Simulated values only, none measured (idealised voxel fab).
The process module presented herein is designated voxel ribs on slabs.
The figure presents cross-section cut, which has a width of 155 nm and is divided into square cells with an edge length of 5 nm.
Notation: cross-section as square-cell grid; stated in bands, top first, going down; one or more cell rows per band.
What a band's entry tells you: where the top is and where the bottom is, as heights in nm, and after that what lies inside, material by material from left to right, each with its width in nm. Empty space is written as the word "air", and a single material marked with the word "everywhere" occupies the band from edge to edge.
Counting heights begins at 0, where everything beneath is, in the wafer as received, one material. The lowest band has no bottom; it goes on downwards, as "0 -> down" shows.
It should be noted that a width expressed as "30..40" varies in equal increments from row to row of cells within the band, taking the value of the first number at the top row and that of the second number at the bottom row.
Given "nothing altered" for a step, no cell of the cross-section differs between before and after that step.
"Entrapped voids" means: voids of 8 cells or more that are shut off from the top with no open way through. Written width x height at distance, distance from the left edge, in nm.
Where a step's line continues beyond its settings, the continuation is a remark by the simulator itself on that step.
A step line may carry the setting "overlay nm", which, for steps involving a mask, states the distance by which the mask lay to the right of its intended position; negative values denote displacement to the left.
**List of planned process steps**
1: RECEIVE [material Si]
2: DIRECTIONAL_DEP [material SiO2] [thk nm 25]
3: DIRECTIONAL_DEP [material SiN] [thk nm 20]
4: PATTERN [tone cover] [mask id RIB] [material resist] [width nm 15] [thk nm 15] [overlay nm 0]
5: DIRECTIONAL_ETCH [etch materials SiN] [depth nm 5]
6: STRIP [etch materials resist]
7: PATTERN [tone cover] [mask id SLAB] [material resist] [width nm 65] [thk nm 15] [overlay nm 0]
8: DIRECTIONAL_ETCH [etch materials SiN] [depth nm 15]
9: STRIP [etch materials resist]
10: FILL_DEP [material SiO2] [thk nm 25]
11: CMP [height nm 60]
12: DIRECTIONAL_DEP [material TiN] [thk nm 10]
13: MASKED_ETCH [tone cover] [mask id HEATER] [width nm 25] [etch materials TiN] [depth nm 10] [overlay nm 0]
14: CONFORMAL_DEP [material SiO2] [thk nm 5]
**As received (post step 1): cross-section**
  0 -> down | Si everywhere
  Entrapped voids: none
**First of two wafers at the end of the module, shown in cross-section; run carried out as planned**
  75 -> 70 | 60 of air, then 35 of SiO2, then 60 of air
  70 -> 65 | 60 of air, then 5 of SiO2, then 25 of TiN, then 5 of SiO2, then 60 of air
  65 -> 60 | 65 of SiO2, then 25 of TiN, then 65 of SiO2
  60 -> 45 | SiO2 everywhere
  45 -> 40 | 70 of SiO2, then 15 of SiN, then 70 of SiO2
  40 -> 25 | 45 of SiO2, then 65 of SiN, then 45 of SiO2
  25 -> 0 | SiO2 everywhere
  0 -> down | Si everywhere
  Entrapped voids: none
**Cross-sectional image of the second wafer of the two following completion of the module. Starting state and process plan were the same as for the first wafer; one execution error occurred**
  75 -> 70 | 60 of air, then 35 of SiO2, then 60 of air
  70 -> 65 | 60 of air, then 5 of SiO2, then 25 of TiN, then 5 of SiO2, then 60 of air
  65 -> 60 | 65 of SiO2, then 25 of TiN, then 65 of SiO2
  60 -> 45 | 45 of SiO2, then 65 of SiN, then 45 of SiO2
  45 -> 25 | SiN everywhere
  25 -> 0 | SiO2 everywhere
  0 -> down | Si everywhere
  Entrapped voids: none
Deviation from plan: yeah, plan step 3 got run twice
The second wafer ends with more or fewer cells of some materials than the first, per final count: 121 more of SiN | 121 fewer of SiO2
